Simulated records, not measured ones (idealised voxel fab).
process module | voxel self aligned vias
cross-section cut | 285 nm wide | cells 5 nm
A cross-section is a grid of square cells, given in bands from the top down. A band is one or more rows of cells.
Each band's line starts with the height of the band's top and of its bottom, in nm. Then come its materials from left to right, each with its width in nm. One material with "throughout" fills the band from edge to edge. "air" is empty space.
Height 0 is the level under which the wafer as received is all one material. The lowest band goes on downwards, as in "0 down".
A width such as "30 to 40" changes by the same amount from each row of cells to the next, from the band's top row to its bottom row.
"no change" after a step means that no cell of the cross-section changed.
closed voids: empty space of 8 cells or more with no open way to the top, each as width x height at its distance from the left edge, in nm
after a step's settings: what the simulator itself notes on the step
overlay nm, on a step with a mask: how far to the right of its planned place the mask lay; to the left if negative
plan
1 op RECEIVE | material Si
2 op CONFORMAL_DEP | material SiO2 | thk nm 15
3 op CONFORMAL_DEP | material SiCN | thk nm 5
4 op DIRECTIONAL_DEP | material SiO2 | thk nm 20
5 op DIRECTIONAL_DEP | material aC | thk nm 15
6 op PATTERN | tone open | mask id LINES | material resist | width nm 20 | pitch nm 55 | thk nm 30 | overlay nm 0
7 op DIRECTIONAL_ETCH | etch materials aC | depth nm 15
8 op STRIP | etch materials resist
9 op DIRECTIONAL_ETCH | etch materials SiO2 | depth nm 20
10 op STRIP | etch materials aC
11 op CONFORMAL_DEP | material TiN | thk nm 5
12 op FILL_DEP | material Ru | thk nm 5
13 op CMP | height nm 40
14 op SELECTIVE_ETCH | etch materials W Ru TiN | depth nm 10
15 op FILL_DEP | material SiN | thk nm 10
16 op CMP | height nm 40
17 op DIRECTIONAL_DEP | material SiO2 | thk nm 20
18 op PATTERN | tone open | mask id VIAS | material resist | width nm 30 | thk nm 15 | overlay nm 0
19 op DIRECTIONAL_ETCH | etch materials SiO2 | depth nm 20
20 op DIRECTIONAL_ETCH | etch materials SiN | depth nm 10
21 op STRIP | etch materials resist
22 op CONFORMAL_DEP | material TiN | thk nm 5
23 op FILL_DEP | material Cu | thk nm 5
24 op CMP | height nm 60
25 op CONFORMAL_DEP | material SiCN | thk nm 5
first wafer, as planned
as received, after step 1
  0 down: Si throughout
  closed voids: none
after step 2
  15 to 0: SiO2 throughout
  below 0: unchanged
after step 3
  20 to 15: SiCN throughout
  below 15: unchanged
after step 4
  40 to 20: SiO2 throughout
  below 20: unchanged
after step 5
  55 to 40: aC throughout
  below 40: unchanged
after step 6
  85 to 55: resist 105 | air 20 | resist 35 | air 20 | resist 105
  below 55: unchanged
after step 7
  70 to 55: resist 105 | air 20 | resist 35 | air 20 | resist 105
  55 to 40: aC 105 | air 20 | aC 35 | air 20 | aC 105
  below 40: unchanged
after step 8
  55 to 40: aC 105 | air 20 | aC 35 | air 20 | aC 105
  below 40: unchanged
after step 9
  55 to 40: aC 105 | air 20 | aC 35 | air 20 | aC 105
  40 to 20: SiO2 105 | air 20 | SiO2 35 | air 20 | SiO2 105
  below 20: unchanged
after step 10
  40 to 20: SiO2 105 | air 20 | SiO2 35 | air 20 | SiO2 105
  below 20: unchanged
after step 11
  45 to 40: TiN 110 | air 10 | TiN 45 | air 10 | TiN 110
  40 to 25: SiO2 105 | TiN 5 | air 10 | TiN 5 | SiO2 35 | TiN 5 | air 10 | TiN 5 | SiO2 105
  25 to 20: SiO2 105 | TiN 20 | SiO2 35 | TiN 20 | SiO2 105
  below 20: unchanged
after step 12
  50 to 45: Ru throughout
  45 to 40: TiN 110 | Ru 10 | TiN 45 | Ru 10 | TiN 110
  40 to 25: SiO2 105 | TiN 5 | Ru 10 | TiN 5 | SiO2 35 | TiN 5 | Ru 10 | TiN 5 | SiO2 105
  below 25: unchanged
after step 13
  40 to 25: SiO2 105 | TiN 5 | Ru 10 | TiN 5 | SiO2 35 | TiN 5 | Ru 10 | TiN 5 | SiO2 105
  below 25: unchanged
after step 14
  40 to 30: SiO2 105 | air 20 | SiO2 35 | air 20 | SiO2 105
  below 30: unchanged
after step 15
  50 to 40: SiN throughout
  40 to 30: SiO2 105 | SiN 20 | SiO2 35 | SiN 20 | SiO2 105
  below 30: unchanged
after step 16
  40 to 30: SiO2 105 | SiN 20 | SiO2 35 | SiN 20 | SiO2 105
  below 30: unchanged
after step 17
  60 to 40: SiO2 throughout
  below 40: unchanged
after step 18
  75 to 60: resist 100 | air 30 | resist 155
  below 60: unchanged
after step 19
  75 to 60: resist 100 | air 30 | resist 155
  60 to 40: SiO2 100 | air 30 | SiO2 155
  below 40: unchanged
after step 20
  75 to 60: resist 100 | air 30 | resist 155
  60 to 40: SiO2 100 | air 30 | SiO2 155
  40 to 30: SiO2 105 | air 20 | SiO2 35 | SiN 20 | SiO2 105
  below 30: unchanged
after step 21
  60 to 40: SiO2 100 | air 30 | SiO2 155
  below 40: unchanged
after step 22
  65 to 60: TiN 105 | air 20 | TiN 160
  60 to 45: SiO2 100 | TiN 5 | air 20 | TiN 5 | SiO2 155
  45 to 40: SiO2 100 | TiN 10 | air 10 | TiN 10 | SiO2 155
  40 to 35: SiO2 105 | TiN 5 | air 10 | TiN 5 | SiO2 35 | SiN 20 | SiO2 105
  35 to 30: SiO2 105 | TiN 20 | SiO2 35 | SiN 20 | SiO2 105
  below 30: unchanged
after step 23
  70 to 65: Cu throughout
  65 to 60: TiN 105 | Cu 20 | TiN 160
  60 to 45: SiO2 100 | TiN 5 | Cu 20 | TiN 5 | SiO2 155
  45 to 40: SiO2 100 | TiN 10 | Cu 10 | TiN 10 | SiO2 155
  40 to 35: SiO2 105 | TiN 5 | Cu 10 | TiN 5 | SiO2 35 | SiN 20 | SiO2 105
  below 35: unchanged
after step 24
  60 to 45: SiO2 100 | TiN 5 | Cu 20 | TiN 5 | SiO2 155
  below 45: unchanged
after step 25
  65 to 60: SiCN throughout
  below 60: unchanged
second wafer: like start, like plan, one mistake. Through step 17 it matches the first wafer
when step 18 should have ended
  75 to 60: resist 100 | air 35 | resist 150
  below 60: unchanged
when step 19 should have ended
  75 to 60: resist 100 | air 35 | resist 150
  60 to 40: SiO2 100 | air 35 | SiO2 150
  below 40: unchanged
when step 20 should have ended
  75 to 60: resist 100 | air 35 | resist 150
  60 to 40: SiO2 100 | air 35 | SiO2 150
  40 to 30: SiO2 105 | air 20 | SiO2 35 | SiN 20 | SiO2 105
  below 30: unchanged
when step 21 should have ended
  60 to 40: SiO2 100 | air 35 | SiO2 150
  below 40: unchanged
when step 22 should have ended
  65 to 60: TiN 105 | air 25 | TiN 155
  60 to 45: SiO2 100 | TiN 5 | air 25 | TiN 5 | SiO2 150
  45 to 40: SiO2 100 | TiN 10 | air 10 | TiN 15 | SiO2 150
  40 to 35: SiO2 105 | TiN 5 | air 10 | TiN 5 | SiO2 35 | SiN 20 | SiO2 105
  35 to 30: SiO2 105 | TiN 20 | SiO2 35 | SiN 20 | SiO2 105
  below 30: unchanged
when step 23 should have ended
  70 to 65: Cu throughout
  65 to 60: TiN 105 | Cu 25 | TiN 155
  60 to 45: SiO2 100 | TiN 5 | Cu 25 | TiN 5 | SiO2 150
  45 to 40: SiO2 100 | TiN 10 | Cu 10 | TiN 15 | SiO2 150
  40 to 35: SiO2 105 | TiN 5 | Cu 10 | TiN 5 | SiO2 35 | SiN 20 | SiO2 105
  below 35: unchanged
when step 24 should have ended
  60 to 45: SiO2 100 | TiN 5 | Cu 25 | TiN 5 | SiO2 150
  below 45: unchanged
when step 25 should have ended
  65 to 60: SiCN throughout
  below 60: unchanged
what went wrong: step 18 ran as: op PATTERN | tone open | mask id VIAS | material resist | width nm 35 | thk nm 15 | overlay nm 0
at the end the second wafer has, in cells: 3 more of Cu | 4 fewer of SiO2 | 1 more of TiN
